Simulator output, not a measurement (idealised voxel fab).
Process module under the name voxel air gaps
Cross-section cut: width 300 nm, square cells of 5 nm.
Heads up, the way a cross-section reads in here is a grid of square cells, handed over as bands from the top down, with every band being one or more rows of cells. First you get the band's top height and its bottom height, in nm, and then the materials it's made of, left to right, with each width in nm. If you see a single material with "all across", that one covers the band edge to edge. "blank" is empty space. It should be noted that heights are counted from 0, beneath which the wafer as supplied is of one material throughout, and that the lowest band possesses no lower boundary but continues downward, as written in "z 0 and below". Think of "30..40" as a width that walks from the first number to the second as you go down the band, top row to bottom row, taking equal-sized steps from row to row. Where the words "no alteration" appear for a step, the cross-section shows no cell changed by that step; every cell remained as before. Entry "Enclosed internal voids". Content: empty spaces with no open connection to the top, size 8 cells or greater. Each: width x height at distance. Distance: from left edge. Unit: nm. Read whatever lies past the settings on a step's line as the simulator's own remark about the step. For masked steps, "overlay nm" on the step line gives how far right of plan the mask actually lay; a minus sign means it lay to the left.
Set out below are the planned steps of the process
- 1: RECEIVE (material Si)
- 2: CONFORMAL_DEP (material SiO2; thk nm 15)
- 3: CONFORMAL_DEP (material SiN; thk nm 5)
- 4: DIRECTIONAL_DEP (material lowk; thk nm 30)
- 5: MASKED_ETCH (tone open; mask id LINES; width nm 25; pitch nm 55; etch materials lowk; depth nm 30; overlay nm 0)
- 6: CONFORMAL_DEP (material TiN; thk nm 5)
- 7: FILL_DEP (material Ru; thk nm 5)
- 8: CMP (height nm 50)
- 9: EPI (material Ru; thk nm 10)
- 10: SELECTIVE_ETCH (etch materials lowk; depth nm 40)
- 11: CONFORMAL_DEP (material SiN; thk nm 5)
Here's what the wafer looked like in cross-section when it arrived - that's after step 1
	z 0 and below  Si all across
	Enclosed internal voids: none
Cross-sectional image of the first of two wafers at the end of the module, the run having proceeded as planned
	z 65 to 60  blank 65 nm | SiN 165 nm | blank 70 nm
	z 60 to 50  blank 65 nm | SiN 5 nm | Ru 45 nm | SiN 10 nm | Ru 45 nm | SiN 10 nm | Ru 45 nm | SiN 5 nm | blank 70 nm
	z 50 to 45  blank 65 nm | SiN 15 nm | TiN 5 nm | Ru 15 nm | TiN 5 nm | SiN 30 nm | TiN 5 nm | Ru 15 nm | TiN 5 nm | SiN 30 nm | TiN 5 nm | Ru 15 nm | TiN 5 nm | SiN 15 nm | blank 70 nm
	z 45 to 25  blank 75 nm | SiN 5 nm | TiN 5 nm | Ru 15 nm | TiN 5 nm | SiN 5 nm | blank 20 nm | SiN 5 nm | TiN 5 nm | Ru 15 nm | TiN 5 nm | SiN 5 nm | blank 20 nm | SiN 5 nm | TiN 5 nm | Ru 15 nm | TiN 5 nm | SiN 5 nm | blank 80 nm
	z 25 to 20  SiN 80 nm | TiN 25 nm | SiN 30 nm | TiN 25 nm | SiN 30 nm | TiN 25 nm | SiN 85 nm
	z 20 to 15  SiN all across
	z 15 to 0  SiO2 all across
	z 0 and below  Si all across
	Enclosed internal voids: 20 x 20 at 110; 20 x 20 at 165
Cross-section, wafer two of two, end of module: same start and plan as wafer one, one error in execution
	z 65 to 60  blank 65 nm | SiN 165 nm | blank 70 nm
	z 60 to 50  blank 65 nm | SiN 5 nm | Ru 45 nm | SiN 10 nm | Ru 45 nm | SiN 10 nm | Ru 45 nm | SiN 5 nm | blank 70 nm
	z 50 to 45  blank 65 nm | SiN 15 nm | TiN 5 nm | Ru 15 nm | TiN 5 nm | SiN 30 nm | TiN 5 nm | Ru 15 nm | TiN 5 nm | SiN 30 nm | TiN 5 nm | Ru 15 nm | TiN 5 nm | SiN 15 nm | blank 70 nm
	z 45 to 40  blank 75 nm | SiN 5 nm | TiN 5 nm | Ru 15 nm | TiN 5 nm | SiN 5 nm | blank 20 nm | SiN 5 nm | TiN 5 nm | Ru 15 nm | TiN 5 nm | SiN 5 nm | blank 20 nm | SiN 5 nm | TiN 5 nm | Ru 15 nm | TiN 5 nm | SiN 5 nm | blank 80 nm
	z 40 to 35  SiN 80 nm | TiN 25 nm | SiN 30 nm | TiN 25 nm | SiN 30 nm | TiN 25 nm | SiN 85 nm
	z 35 to 30  SiN all across
	z 30 to 0  SiO2 all across
	z 0 and below  Si all across
	Enclosed internal voids: none
Here's what went sideways: step 2 was run twice
Upon completion, the second wafer contains, in terms of cells, a greater or smaller amount of certain materials than the first wafer: Ru: 27 fewer | SiN: 18 fewer | SiO2: 180 more | TiN: 18 fewer
In the final state there are 2 closed voids in the first wafer, compared with 0 in the second wafer.
